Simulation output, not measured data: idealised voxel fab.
process module | voxel transistor to metal
cross-section cut | 215 nm wide | cells 5 nm
A cross-section is a grid of square cells, given in bands from the top down. A band is one or more rows of cells.
Each band's line starts with the height of the band's top and of its bottom, in nm. Then come its materials from left to right, each with its width in nm. One material with "throughout" fills the band from edge to edge. "air" is empty space.
Height 0 is the level under which the wafer as received is all one material. The lowest band goes on downwards, as in "0 down".
A width such as "30 to 40" changes by the same amount from each row of cells to the next, from the band's top row to its bottom row.
"no change" after a step means that no cell of the cross-section changed.
closed voids: empty space of 8 cells or more with no open way to the top, each as width x height at its distance from the left edge, in nm
after a step's settings: what the simulator itself notes on the step
overlay nm, on a step with a mask: how far to the right of its planned place the mask lay; to the left if negative
plan
1 op RECEIVE | material Si
2 op CONFORMAL_DEP | material SiO2 | thk nm 5
3 op CONFORMAL_DEP | material SiN | thk nm 10
4 op PATTERN | tone cover | mask id ACTIVE | material resist | width nm 110 | thk nm 15 | overlay nm 0
5 op DIRECTIONAL_ETCH | etch materials SiN | depth nm 10
6 op DIRECTIONAL_ETCH | etch materials SiO2 | depth nm 5
7 op DIRECTIONAL_ETCH | etch materials Si | depth nm 20
8 op STRIP | etch materials resist
9 op OXIDIZE | depth nm 5
10 op FILL_DEP | material SiO2 | thk nm 15
11 op CMP | height nm 15
12 op SELECTIVE_ETCH | etch materials SiO2 | depth nm 5
13 op STRIP | etch materials SiN
14 op SELECTIVE_ETCH | etch materials SiO2 | depth nm 5
15 op OXIDIZE | depth nm 5
16 op DIRECTIONAL_DEP | material polySi | thk nm 30
17 op DIRECTIONAL_DEP | material SiCN | thk nm 10
18 op PATTERN | tone cover | mask id GATE | material resist | width nm 20 | thk nm 15 | overlay nm 0
19 op DIRECTIONAL_ETCH | etch materials SiCN | depth nm 20
20 op DIRECTIONAL_ETCH | etch materials polySi | depth nm 40
21 op STRIP | etch materials resist
22 op CONFORMAL_DEP | material SiN | thk nm 10
23 op DIRECTIONAL_ETCH | etch materials SiN | depth nm 10
24 op DIRECTIONAL_ETCH | etch materials SiO2 | depth nm 5
25 op DIRECTIONAL_ETCH | etch materials Si | depth nm 10
26 op EPI | material pSi | thk nm 10
27 op FILL_DEP | material SiO2 | thk nm 5
28 op CMP | height nm 40
29 op DIRECTIONAL_DEP | material SiO2 | thk nm 10
30 op PATTERN | tone open | mask id CONTACT | material resist | width nm 20 | pitch nm 80 | thk nm 20 | overlay nm 0
31 op DIRECTIONAL_ETCH | etch materials SiO2 | depth nm 55
32 op STRIP | etch materials resist
33 op CONFORMAL_DEP | material TiN | thk nm 5
34 op FILL_DEP | material Ru | thk nm 5
35 op CMP | height nm 50
36 op CONFORMAL_DEP | material SiCN | thk nm 5
37 op DIRECTIONAL_DEP | material lowk | thk nm 20
38 op PATTERN | tone open | mask id METAL_1 | material resist | width nm 20 | pitch nm 80 | thk nm 15 | overlay nm 0
39 op DIRECTIONAL_ETCH | etch materials lowk | depth nm 20
40 op DIRECTIONAL_ETCH | etch materials SiCN | depth nm 5
41 op STRIP | etch materials resist
42 op CONFORMAL_DEP | material TiN | thk nm 5
43 op FILL_DEP | material Cu | thk nm 10
44 op CMP | height nm 75
45 op CONFORMAL_DEP | material SiCN | thk nm 5
46 op DIRECTIONAL_DEP | material SiO2 | thk nm 35
47 op DIRECTIONAL_DEP | material aC | thk nm 15
48 op PATTERN | tone open | mask id METAL_2_HOLES | material resist | width nm 15 | pitch nm 80 | thk nm 35 | overlay nm 0
49 op DIRECTIONAL_ETCH | etch materials aC | depth nm 15
50 op STRIP | etch materials resist
51 op DIRECTIONAL_ETCH | etch materials SiO2 | depth nm 35
52 op STRIP | etch materials aC
53 op MASKED_ETCH | tone open | mask id METAL_2 | width nm 20 | pitch nm 80 | etch materials SiO2 | depth nm 20 | overlay nm 0
54 op MASKED_ETCH | tone open | mask id METAL_2 | width nm 20 | pitch nm 80 | etch materials SiCN | depth nm 5 | overlay nm 0
55 op CONFORMAL_DEP | material TiN | thk nm 5
56 op FILL_DEP | material Ru | thk nm 5
57 op CMP | height nm 115
58 op CONFORMAL_DEP | material SiCN | thk nm 5
first wafer, as planned
as received, after step 1
  0 down: Si throughout
  closed voids: none
after step 2
  5 to 0: SiO2 throughout
  below 0: unchanged
after step 3
  15 to 5: SiN throughout
  below 5: unchanged
after step 4
  30 to 15: air 50 | resist 110 | air 55
  below 15: unchanged
after step 5
  30 to 15: air 50 | resist 110 | air 55
  15 to 5: air 50 | SiN 110 | air 55
  below 5: unchanged
after step 6
  30 to 15: air 50 | resist 110 | air 55
  15 to 5: air 50 | SiN 110 | air 55
  5 to 0: air 50 | SiO2 110 | air 55
  below 0: unchanged
after step 7
  30 to 15: air 50 | resist 110 | air 55
  15 to 5: air 50 | SiN 110 | air 55
  5 to 0: air 50 | SiO2 110 | air 55
  0 to -20: air 50 | Si 110 | air 55
  below -20: unchanged
after step 8
  15 to 5: air 50 | SiN 110 | air 55
  below 5: unchanged
after step 9
  15 to 5: air 50 | SiN 110 | air 55
  5 to 0: air 50 | SiO2 110 | air 55
  0 to -20: air 50 | SiO2 5 | Si 100 | SiO2 5 | air 55
  -20 to -25: SiO2 55 | Si 100 | SiO2 60
  below -25: unchanged
after step 10
  30 to 15: SiO2 throughout
  15 to 5: SiO2 50 | SiN 110 | SiO2 55
  5 to 0: SiO2 throughout
  0 to -25: SiO2 55 | Si 100 | SiO2 60
  below -25: unchanged
after step 11
  15 to 5: SiO2 50 | SiN 110 | SiO2 55
  below 5: unchanged
after step 12
  15 to 10: air 50 | SiN 110 | air 55
  below 10: unchanged
after step 13
  10 to 5: SiO2 50 | air 110 | SiO2 55
  below 5: unchanged
after step 14
  5 to 0: SiO2 45 | air 120 | SiO2 50
  below 0: unchanged
after step 15
  5 to 0: SiO2 45 | air 120 | SiO2 50
  0 to -5: SiO2 throughout
  below -5: unchanged
after step 16
  35 to 30: polySi 45 | air 120 | polySi 50
  30 to 5: polySi throughout
  5 to 0: SiO2 45 | polySi 120 | SiO2 50
  below 0: unchanged
after step 17
  45 to 40: SiCN 45 | air 120 | SiCN 50
  40 to 35: SiCN throughout
  35 to 30: polySi 45 | SiCN 120 | polySi 50
  below 30: unchanged
after step 18
  60 to 45: air 95 | resist 20 | air 100
  45 to 40: SiCN 45 | air 50 | resist 20 | air 50 | SiCN 50
  below 40: unchanged
after step 19
  60 to 40: air 95 | resist 20 | air 100
  40 to 35: air 95 | SiCN 20 | air 100
  35 to 30: polySi 45 | air 50 | SiCN 20 | air 50 | polySi 50
  below 30: unchanged
after step 20
  60 to 40: air 95 | resist 20 | air 100
  40 to 30: air 95 | SiCN 20 | air 100
  30 to 5: air 95 | polySi 20 | air 100
  5 to 0: SiO2 45 | air 50 | polySi 20 | air 50 | SiO2 50
  below 0: unchanged
after step 21
  40 to 30: air 95 | SiCN 20 | air 100
  below 30: unchanged
after step 22
  50 to 40: air 85 | SiN 40 | air 90
  40 to 30: air 85 | SiN 10 | SiCN 20 | SiN 10 | air 90
  30 to 15: air 85 | SiN 10 | polySi 20 | SiN 10 | air 90
  15 to 10: SiN 55 | air 30 | SiN 10 | polySi 20 | SiN 10 | air 30 | SiN 60
  10 to 5: SiN 95 | polySi 20 | SiN 100
  5 to 0: SiO2 45 | SiN 50 | polySi 20 | SiN 50 | SiO2 50
  below 0: unchanged
after step 23
  40 to 30: air 85 | SiN 10 | SiCN 20 | SiN 10 | air 90
  30 to 5: air 85 | SiN 10 | polySi 20 | SiN 10 | air 90
  5 to 0: SiO2 45 | SiN 10 | air 30 | SiN 10 | polySi 20 | SiN 10 | air 30 | SiN 10 | SiO2 50
  below 0: unchanged
after step 24
  40 to 30: air 85 | SiN 10 | SiCN 20 | SiN 10 | air 90
  30 to 5: air 85 | SiN 10 | polySi 20 | SiN 10 | air 90
  5 to 0: air 45 | SiN 10 | air 30 | SiN 10 | polySi 20 | SiN 10 | air 30 | SiN 10 | air 50
  0 to -5: SiO2 55 | air 30 | SiO2 40 | air 30 | SiO2 60
  below -5: unchanged
after step 25
  40 to 30: air 85 | SiN 10 | SiCN 20 | SiN 10 | air 90
  30 to 5: air 85 | SiN 10 | polySi 20 | SiN 10 | air 90
  5 to 0: air 45 | SiN 10 | air 30 | SiN 10 | polySi 20 | SiN 10 | air 30 | SiN 10 | air 50
  0 to -5: SiO2 55 | air 30 | SiO2 40 | air 30 | SiO2 60
  -5 to -15: SiO2 55 | air 30 | Si 40 | air 30 | SiO2 60
  below -15: unchanged
after step 26
  40 to 30: air 85 | SiN 10 | SiCN 20 | SiN 10 | air 90
  30 to 5: air 85 | SiN 10 | polySi 20 | SiN 10 | air 90
  5 to 0: air 45 | SiN 10 | air 20 | pSi 10 | SiN 10 | polySi 20 | SiN 10 | pSi 10 | air 20 | SiN 10 | air 50
  0 to -5: SiO2 55 | air 20 | pSi 10 | SiO2 40 | pSi 10 | air 20 | SiO2 60
  -5 to -15: SiO2 55 | pSi 30 | Si 40 | pSi 30 | SiO2 60
  below -15: unchanged
after step 27
  45 to 40: SiO2 throughout
  40 to 30: SiO2 85 | SiN 10 | SiCN 20 | SiN 10 | SiO2 90
  30 to 5: SiO2 85 | SiN 10 | polySi 20 | SiN 10 | SiO2 90
  5 to 0: SiO2 45 | SiN 10 | SiO2 20 | pSi 10 | SiN 10 | polySi 20 | SiN 10 | pSi 10 | SiO2 20 | SiN 10 | SiO2 50
  0 to -5: SiO2 75 | pSi 10 | SiO2 40 | pSi 10 | SiO2 80
  below -5: unchanged
after step 28
  40 to 30: SiO2 85 | SiN 10 | SiCN 20 | SiN 10 | SiO2 90
  below 30: unchanged
after step 29
  50 to 40: SiO2 throughout
  below 40: unchanged
after step 30
  70 to 50: resist 55 | air 20 | resist 60 | air 20 | resist 60
  below 50: unchanged
after step 31
  70 to 50: resist 55 | air 20 | resist 60 | air 20 | resist 60
  50 to 40: SiO2 55 | air 20 | SiO2 60 | air 20 | SiO2 60
  40 to 30: SiO2 55 | air 20 | SiO2 10 | SiN 10 | SiCN 20 | SiN 10 | SiO2 10 | air 20 | SiO2 60
  30 to 5: SiO2 55 | air 20 | SiO2 10 | SiN 10 | polySi 20 | SiN 10 | SiO2 10 | air 20 | SiO2 60
  5 to 0: SiO2 45 | SiN 10 | air 20 | pSi 10 | SiN 10 | polySi 20 | SiN 10 | pSi 10 | air 20 | SiN 10 | SiO2 50
  0 to -5: SiO2 55 | air 20 | pSi 10 | SiO2 40 | pSi 10 | air 20 | SiO2 60
  below -5: unchanged
after step 32
  50 to 40: SiO2 55 | air 20 | SiO2 60 | air 20 | SiO2 60
  below 40: unchanged
after step 33
  55 to 50: TiN 60 | air 10 | TiN 70 | air 10 | TiN 65
  50 to 40: SiO2 55 | TiN 5 | air 10 | TiN 5 | SiO2 60 | TiN 5 | air 10 | TiN 5 | SiO2 60
  40 to 30: SiO2 55 | TiN 5 | air 10 | TiN 5 | SiO2 10 | SiN 10 | SiCN 20 | SiN 10 | SiO2 10 | TiN 5 | air 10 | TiN 5 | SiO2 60
  30 to 5: SiO2 55 | TiN 5 | air 10 | TiN 5 | SiO2 10 | SiN 10 | polySi 20 | SiN 10 | SiO2 10 | TiN 5 | air 10 | TiN 5 | SiO2 60
  5 to 0: SiO2 45 | SiN 10 | TiN 5 | air 10 | TiN 5 | pSi 10 | SiN 10 | polySi 20 | SiN 10 | pSi 10 | TiN 5 | air 10 | TiN 5 | SiN 10 | SiO2 50
  0 to -5: SiO2 55 | TiN 20 | pSi 10 | SiO2 40 | pSi 10 | TiN 20 | SiO2 60
  below -5: unchanged
after step 34
  60 to 55: Ru throughout
  55 to 50: TiN 60 | Ru 10 | TiN 70 | Ru 10 | TiN 65
  50 to 40: SiO2 55 | TiN 5 | Ru 10 | TiN 5 | SiO2 60 | TiN 5 | Ru 10 | TiN 5 | SiO2 60
  40 to 30: SiO2 55 | TiN 5 | Ru 10 | TiN 5 | SiO2 10 | SiN 10 | SiCN 20 | SiN 10 | SiO2 10 | TiN 5 | Ru 10 | TiN 5 | SiO2 60
  30 to 5: SiO2 55 | TiN 5 | Ru 10 | TiN 5 | SiO2 10 | SiN 10 | polySi 20 | SiN 10 | SiO2 10 | TiN 5 | Ru 10 | TiN 5 | SiO2 60
  5 to 0: SiO2 45 | SiN 10 | TiN 5 | Ru 10 | TiN 5 | pSi 10 | SiN 10 | polySi 20 | SiN 10 | pSi 10 | TiN 5 | Ru 10 | TiN 5 | SiN 10 | SiO2 50
  below 0: unchanged
after step 35
  50 to 40: SiO2 55 | TiN 5 | Ru 10 | TiN 5 | SiO2 60 | TiN 5 | Ru 10 | TiN 5 | SiO2 60
  below 40: unchanged
after step 36
  55 to 50: SiCN throughout
  below 50: unchanged
after step 37
  75 to 55: lowk throughout
  below 55: unchanged
after step 38
  90 to 75: resist 55 | air 20 | resist 60 | air 20 | resist 60
  below 75: unchanged
after step 39
  90 to 75: resist 55 | air 20 | resist 60 | air 20 | resist 60
  75 to 55: lowk 55 | air 20 | lowk 60 | air 20 | lowk 60
  below 55: unchanged
after step 40
  90 to 75: resist 55 | air 20 | resist 60 | air 20 | resist 60
  75 to 55: lowk 55 | air 20 | lowk 60 | air 20 | lowk 60
  55 to 50: SiCN 55 | air 20 | SiCN 60 | air 20 | SiCN 60
  below 50: unchanged
after step 41
  75 to 55: lowk 55 | air 20 | lowk 60 | air 20 | lowk 60
  below 55: unchanged
after step 42
  80 to 75: TiN 60 | air 10 | TiN 70 | air 10 | TiN 65
  75 to 55: lowk 55 | TiN 5 | air 10 | TiN 5 | lowk 60 | TiN 5 | air 10 | TiN 5 | lowk 60
  55 to 50: SiCN 55 | TiN 20 | SiCN 60 | TiN 20 | SiCN 60
  below 50: unchanged
after step 43
  90 to 80: Cu throughout
  80 to 75: TiN 60 | Cu 10 | TiN 70 | Cu 10 | TiN 65
  75 to 55: lowk 55 | TiN 5 | Cu 10 | TiN 5 | lowk 60 | TiN 5 | Cu 10 | TiN 5 | lowk 60
  below 55: unchanged
after step 44
  75 to 55: lowk 55 | TiN 5 | Cu 10 | TiN 5 | lowk 60 | TiN 5 | Cu 10 | TiN 5 | lowk 60
  below 55: unchanged
after step 45
  80 to 75: SiCN throughout
  below 75: unchanged
after step 46
  115 to 80: SiO2 throughout
  below 80: unchanged
after step 47
  130 to 115: aC throughout
  below 115: unchanged
after step 48
  165 to 130: resist 55 | air 15 | resist 65 | air 15 | resist 65
  below 130: unchanged
after step 49
  150 to 130: resist 55 | air 15 | resist 65 | air 15 | resist 65
  130 to 115: aC 55 | air 15 | aC 65 | air 15 | aC 65
  below 115: unchanged
after step 50
  130 to 115: aC 55 | air 15 | aC 65 | air 15 | aC 65
  below 115: unchanged
after step 51
  130 to 115: aC 55 | air 15 | aC 65 | air 15 | aC 65
  115 to 80: SiO2 55 | air 15 | SiO2 65 | air 15 | SiO2 65
  below 80: unchanged
after step 52
  115 to 80: SiO2 55 | air 15 | SiO2 65 | air 15 | SiO2 65
  below 80: unchanged
after step 53
  115 to 95: SiO2 55 | air 20 | SiO2 60 | air 20 | SiO2 60
  below 95: unchanged
after step 54
  115 to 95: SiO2 55 | air 20 | SiO2 60 | air 20 | SiO2 60
  95 to 80: SiO2 55 | air 15 | SiO2 65 | air 15 | SiO2 65
  80 to 75: SiCN 55 | air 15 | SiCN 65 | air 15 | SiCN 65
  below 75: unchanged
after step 55
  120 to 115: TiN 60 | air 10 | TiN 70 | air 10 | TiN 65
  115 to 100: SiO2 55 | TiN 5 | air 10 | TiN 5 | SiO2 60 | TiN 5 | air 10 | TiN 5 | SiO2 60
  100 to 95: SiO2 55 | TiN 5 | air 5 | TiN 10 | SiO2 60 | TiN 5 | air 5 | TiN 10 | SiO2 60
  95 to 80: SiO2 55 | TiN 5 | air 5 | TiN 5 | SiO2 65 | TiN 5 | air 5 | TiN 5 | SiO2 65
  80 to 75: SiCN 55 | TiN 15 | SiCN 65 | TiN 15 | SiCN 65
  below 75: unchanged
after step 56
  125 to 120: Ru throughout
  120 to 115: TiN 60 | Ru 10 | TiN 70 | Ru 10 | TiN 65
  115 to 100: SiO2 55 | TiN 5 | Ru 10 | TiN 5 | SiO2 60 | TiN 5 | Ru 10 | TiN 5 | SiO2 60
  100 to 95: SiO2 55 | TiN 5 | Ru 5 | TiN 10 | SiO2 60 | TiN 5 | Ru 5 | TiN 10 | SiO2 60
  95 to 80: SiO2 55 | TiN 5 | Ru 5 | TiN 5 | SiO2 65 | TiN 5 | Ru 5 | TiN 5 | SiO2 65
  below 80: unchanged
after step 57
  115 to 100: SiO2 55 | TiN 5 | Ru 10 | TiN 5 | SiO2 60 | TiN 5 | Ru 10 | TiN 5 | SiO2 60
  below 100: unchanged
after step 58
  120 to 115: SiCN throughout
  below 115: unchanged
second wafer: like start, like plan, one mistake. Through step 3 it matches the first wafer
when step 4 should have ended
  30 to 15: resist 50 | air 110 | resist 55
  below 15: unchanged
when step 5 should have ended
  30 to 15: resist 50 | air 110 | resist 55
  15 to 5: SiN 50 | air 110 | SiN 55
  below 5: unchanged
when step 6 should have ended
  30 to 15: resist 50 | air 110 | resist 55
  15 to 5: SiN 50 | air 110 | SiN 55
  5 to 0: SiO2 50 | air 110 | SiO2 55
  below 0: unchanged
when step 7 should have ended
  30 to 15: resist 50 | air 110 | resist 55
  15 to 5: SiN 50 | air 110 | SiN 55
  5 to 0: SiO2 50 | air 110 | SiO2 55
  0 to -20: Si 50 | air 110 | Si 55
  below -20: unchanged
when step 8 should have ended
  15 to 5: SiN 50 | air 110 | SiN 55
  below 5: unchanged
when step 9 should have ended
  15 to 5: SiN 50 | air 110 | SiN 55
  5 to 0: SiO2 50 | air 110 | SiO2 55
  0 to -20: Si 45 | SiO2 5 | air 110 | SiO2 5 | Si 50
  -20 to -25: Si 45 | SiO2 120 | Si 50
  below -25: unchanged
when step 10 should have ended
  30 to 15: SiO2 throughout
  15 to 5: SiN 50 | SiO2 110 | SiN 55
  5 to 0: SiO2 throughout
  0 to -25: Si 45 | SiO2 120 | Si 50
  below -25: unchanged
when step 11 should have ended
  15 to 5: SiN 50 | SiO2 110 | SiN 55
  below 5: unchanged
when step 12 should have ended
  15 to 10: SiN 50 | air 110 | SiN 55
  below 10: unchanged
when step 13 should have ended
  10 to 5: air 50 | SiO2 110 | air 55
  below 5: unchanged
when step 14 should have ended
  5 to 0: air 55 | SiO2 100 | air 60
  below 0: unchanged
when step 15 should have ended
  5 to 0: air 55 | SiO2 100 | air 60
  0 to -5: SiO2 throughout
  below -5: unchanged
when step 16 should have ended
  35 to 30: air 55 | polySi 100 | air 60
  30 to 5: polySi throughout
  5 to 0: polySi 55 | SiO2 100 | polySi 60
  below 0: unchanged
when step 17 should have ended
  45 to 40: air 55 | SiCN 100 | air 60
  40 to 35: SiCN throughout
  35 to 30: SiCN 55 | polySi 100 | SiCN 60
  below 30: unchanged
when step 18 should have ended
  60 to 45: air 95 | resist 20 | air 100
  below 45: unchanged
when step 19 should have ended
  60 to 45: air 95 | resist 20 | air 100
  45 to 35: air 95 | SiCN 20 | air 100
  35 to 30: air 55 | polySi 100 | air 60
  below 30: unchanged
when step 20 should have ended
  60 to 45: air 95 | resist 20 | air 100
  45 to 35: air 95 | SiCN 20 | air 100
  35 to 5: air 95 | polySi 20 | air 100
  5 to 0: air 55 | SiO2 100 | air 60
  below 0: unchanged
when step 21 should have ended
  45 to 35: air 95 | SiCN 20 | air 100
  below 35: unchanged
when step 22 should have ended
  55 to 45: air 85 | SiN 40 | air 90
  45 to 35: air 85 | SiN 10 | SiCN 20 | SiN 10 | air 90
  35 to 15: air 85 | SiN 10 | polySi 20 | SiN 10 | air 90
  15 to 10: air 45 | SiN 50 | polySi 20 | SiN 50 | air 50
  10 to 5: SiN 95 | polySi 20 | SiN 100
  5 to 0: SiN 55 | SiO2 100 | SiN 60
  below 0: unchanged
when step 23 should have ended
  45 to 35: air 85 | SiN 10 | SiCN 20 | SiN 10 | air 90
  35 to 5: air 85 | SiN 10 | polySi 20 | SiN 10 | air 90
  5 to 0: air 45 | SiN 10 | SiO2 100 | SiN 10 | air 50
  below 0: unchanged
when step 24 should have ended
  45 to 35: air 85 | SiN 10 | SiCN 20 | SiN 10 | air 90
  35 to 5: air 85 | SiN 10 | polySi 20 | SiN 10 | air 90
  5 to 0: air 45 | SiN 10 | air 30 | SiO2 40 | air 30 | SiN 10 | air 50
  0 to -5: air 45 | SiO2 120 | air 50
  below -5: unchanged
when step 25 should have ended
  45 to 35: air 85 | SiN 10 | SiCN 20 | SiN 10 | air 90
  35 to 5: air 85 | SiN 10 | polySi 20 | SiN 10 | air 90
  5 to 0: air 45 | SiN 10 | air 30 | SiO2 40 | air 30 | SiN 10 | air 50
  0 to -15: air 45 | SiO2 120 | air 50
  below -15: unchanged
when step 26 should have ended
  45 to 35: air 85 | SiN 10 | SiCN 20 | SiN 10 | air 90
  35 to 5: air 85 | SiN 10 | polySi 20 | SiN 10 | air 90
  5 to 0: air 45 | SiN 10 | air 30 | SiO2 40 | air 30 | SiN 10 | air 50
  0 to -5: air 45 | SiO2 120 | air 50
  -5 to -15: pSi 45 | SiO2 120 | pSi 50
  below -15: unchanged
when step 27 should have ended
  50 to 45: SiO2 throughout
  45 to 35: SiO2 85 | SiN 10 | SiCN 20 | SiN 10 | SiO2 90
  35 to 5: SiO2 85 | SiN 10 | polySi 20 | SiN 10 | SiO2 90
  5 to 0: SiO2 45 | SiN 10 | SiO2 100 | SiN 10 | SiO2 50
  0 to -5: SiO2 throughout
  below -5: unchanged
when step 28 should have ended
  40 to 35: SiO2 85 | SiN 10 | SiCN 20 | SiN 10 | SiO2 90
  below 35: unchanged
when step 29 should have ended
  50 to 40: SiO2 throughout
  below 40: unchanged
when step 30 should have ended
  70 to 50: resist 55 | air 20 | resist 60 | air 20 | resist 60
  below 50: unchanged
when step 31 should have ended
  70 to 50: resist 55 | air 20 | resist 60 | air 20 | resist 60
  50 to 40: SiO2 55 | air 20 | SiO2 60 | air 20 | SiO2 60
  40 to 35: SiO2 55 | air 20 | SiO2 10 | SiN 10 | SiCN 20 | SiN 10 | SiO2 10 | air 20 | SiO2 60
  35 to 5: SiO2 55 | air 20 | SiO2 10 | SiN 10 | polySi 20 | SiN 10 | SiO2 10 | air 20 | SiO2 60
  5 to 0: SiO2 45 | SiN 10 | air 20 | SiO2 60 | air 20 | SiN 10 | SiO2 50
  0 to -5: SiO2 55 | air 20 | SiO2 60 | air 20 | SiO2 60
  below -5: unchanged
when step 32 should have ended
  50 to 40: SiO2 55 | air 20 | SiO2 60 | air 20 | SiO2 60
  below 40: unchanged
when step 33 should have ended
  55 to 50: TiN 60 | air 10 | TiN 70 | air 10 | TiN 65
  50 to 40: SiO2 55 | TiN 5 | air 10 | TiN 5 | SiO2 60 | TiN 5 | air 10 | TiN 5 | SiO2 60
  40 to 35: SiO2 55 | TiN 5 | air 10 | TiN 5 | SiO2 10 | SiN 10 | SiCN 20 | SiN 10 | SiO2 10 | TiN 5 | air 10 | TiN 5 | SiO2 60
  35 to 5: SiO2 55 | TiN 5 | air 10 | TiN 5 | SiO2 10 | SiN 10 | polySi 20 | SiN 10 | SiO2 10 | TiN 5 | air 10 | TiN 5 | SiO2 60
  5 to 0: SiO2 45 | SiN 10 | TiN 5 | air 10 | TiN 5 | SiO2 60 | TiN 5 | air 10 | TiN 5 | SiN 10 | SiO2 50
  0 to -5: SiO2 55 | TiN 20 | SiO2 60 | TiN 20 | SiO2 60
  below -5: unchanged
when step 34 should have ended
  60 to 55: Ru throughout
  55 to 50: TiN 60 | Ru 10 | TiN 70 | Ru 10 | TiN 65
  50 to 40: SiO2 55 | TiN 5 | Ru 10 | TiN 5 | SiO2 60 | TiN 5 | Ru 10 | TiN 5 | SiO2 60
  40 to 35: SiO2 55 | TiN 5 | Ru 10 | TiN 5 | SiO2 10 | SiN 10 | SiCN 20 | SiN 10 | SiO2 10 | TiN 5 | Ru 10 | TiN 5 | SiO2 60
  35 to 5: SiO2 55 | TiN 5 | Ru 10 | TiN 5 | SiO2 10 | SiN 10 | polySi 20 | SiN 10 | SiO2 10 | TiN 5 | Ru 10 | TiN 5 | SiO2 60
  5 to 0: SiO2 45 | SiN 10 | TiN 5 | Ru 10 | TiN 5 | SiO2 60 | TiN 5 | Ru 10 | TiN 5 | SiN 10 | SiO2 50
  below 0: unchanged
when step 35 should have ended
  50 to 40: SiO2 55 | TiN 5 | Ru 10 | TiN 5 | SiO2 60 | TiN 5 | Ru 10 | TiN 5 | SiO2 60
  below 40: unchanged
when step 36 should have ended
  55 to 50: SiCN throughout
  below 50: unchanged
when step 37 should have ended
  75 to 55: lowk throughout
  below 55: unchanged
when step 38 should have ended
  90 to 75: resist 55 | air 20 | resist 60 | air 20 | resist 60
  below 75: unchanged
when step 39 should have ended
  90 to 75: resist 55 | air 20 | resist 60 | air 20 | resist 60
  75 to 55: lowk 55 | air 20 | lowk 60 | air 20 | lowk 60
  below 55: unchanged
when step 40 should have ended
  90 to 75: resist 55 | air 20 | resist 60 | air 20 | resist 60
  75 to 55: lowk 55 | air 20 | lowk 60 | air 20 | lowk 60
  55 to 50: SiCN 55 | air 20 | SiCN 60 | air 20 | SiCN 60
  below 50: unchanged
when step 41 should have ended
  75 to 55: lowk 55 | air 20 | lowk 60 | air 20 | lowk 60
  below 55: unchanged
when step 42 should have ended
  80 to 75: TiN 60 | air 10 | TiN 70 | air 10 | TiN 65
  75 to 55: lowk 55 | TiN 5 | air 10 | TiN 5 | lowk 60 | TiN 5 | air 10 | TiN 5 | lowk 60
  55 to 50: SiCN 55 | TiN 20 | SiCN 60 | TiN 20 | SiCN 60
  below 50: unchanged
when step 43 should have ended
  90 to 80: Cu throughout
  80 to 75: TiN 60 | Cu 10 | TiN 70 | Cu 10 | TiN 65
  75 to 55: lowk 55 | TiN 5 | Cu 10 | TiN 5 | lowk 60 | TiN 5 | Cu 10 | TiN 5 | lowk 60
  below 55: unchanged
when step 44 should have ended
  75 to 55: lowk 55 | TiN 5 | Cu 10 | TiN 5 | lowk 60 | TiN 5 | Cu 10 | TiN 5 | lowk 60
  below 55: unchanged
when step 45 should have ended
  80 to 75: SiCN throughout
  below 75: unchanged
when step 46 should have ended
  115 to 80: SiO2 throughout
  below 80: unchanged
when step 47 should have ended
  130 to 115: aC throughout
  below 115: unchanged
when step 48 should have ended
  165 to 130: resist 55 | air 15 | resist 65 | air 15 | resist 65
  below 130: unchanged
when step 49 should have ended
  150 to 130: resist 55 | air 15 | resist 65 | air 15 | resist 65
  130 to 115: aC 55 | air 15 | aC 65 | air 15 | aC 65
  below 115: unchanged
when step 50 should have ended
  130 to 115: aC 55 | air 15 | aC 65 | air 15 | aC 65
  below 115: unchanged
when step 51 should have ended
  130 to 115: aC 55 | air 15 | aC 65 | air 15 | aC 65
  115 to 80: SiO2 55 | air 15 | SiO2 65 | air 15 | SiO2 65
  below 80: unchanged
when step 52 should have ended
  115 to 80: SiO2 55 | air 15 | SiO2 65 | air 15 | SiO2 65
  below 80: unchanged
when step 53 should have ended
  115 to 95: SiO2 55 | air 20 | SiO2 60 | air 20 | SiO2 60
  below 95: unchanged
when step 54 should have ended
  115 to 95: SiO2 55 | air 20 | SiO2 60 | air 20 | SiO2 60
  95 to 80: SiO2 55 | air 15 | SiO2 65 | air 15 | SiO2 65
  80 to 75: SiCN 55 | air 15 | SiCN 65 | air 15 | SiCN 65
  below 75: unchanged
when step 55 should have ended
  120 to 115: TiN 60 | air 10 | TiN 70 | air 10 | TiN 65
  115 to 100: SiO2 55 | TiN 5 | air 10 | TiN 5 | SiO2 60 | TiN 5 | air 10 | TiN 5 | SiO2 60
  100 to 95: SiO2 55 | TiN 5 | air 5 | TiN 10 | SiO2 60 | TiN 5 | air 5 | TiN 10 | SiO2 60
  95 to 80: SiO2 55 | TiN 5 | air 5 | TiN 5 | SiO2 65 | TiN 5 | air 5 | TiN 5 | SiO2 65
  80 to 75: SiCN 55 | TiN 15 | SiCN 65 | TiN 15 | SiCN 65
  below 75: unchanged
when step 56 should have ended
  125 to 120: Ru throughout
  120 to 115: TiN 60 | Ru 10 | TiN 70 | Ru 10 | TiN 65
  115 to 100: SiO2 55 | TiN 5 | Ru 10 | TiN 5 | SiO2 60 | TiN 5 | Ru 10 | TiN 5 | SiO2 60
  100 to 95: SiO2 55 | TiN 5 | Ru 5 | TiN 10 | SiO2 60 | TiN 5 | Ru 5 | TiN 10 | SiO2 60
  95 to 80: SiO2 55 | TiN 5 | Ru 5 | TiN 5 | SiO2 65 | TiN 5 | Ru 5 | TiN 5 | SiO2 65
  below 80: unchanged
when step 57 should have ended
  115 to 100: SiO2 55 | TiN 5 | Ru 10 | TiN 5 | SiO2 60 | TiN 5 | Ru 10 | TiN 5 | SiO2 60
  below 100: unchanged
when step 58 should have ended
  120 to 115: SiCN throughout
  below 115: unchanged
what went wrong: step 4 ran as: op PATTERN | tone open | mask id ACTIVE | material resist | width nm 110 | thk nm 15 | overlay nm 0
at the end the second wafer has, in cells: 18 fewer of Si | 4 fewer of SiCN | 4 fewer of SiN | 20 more of SiO2 | 6 more of pSi
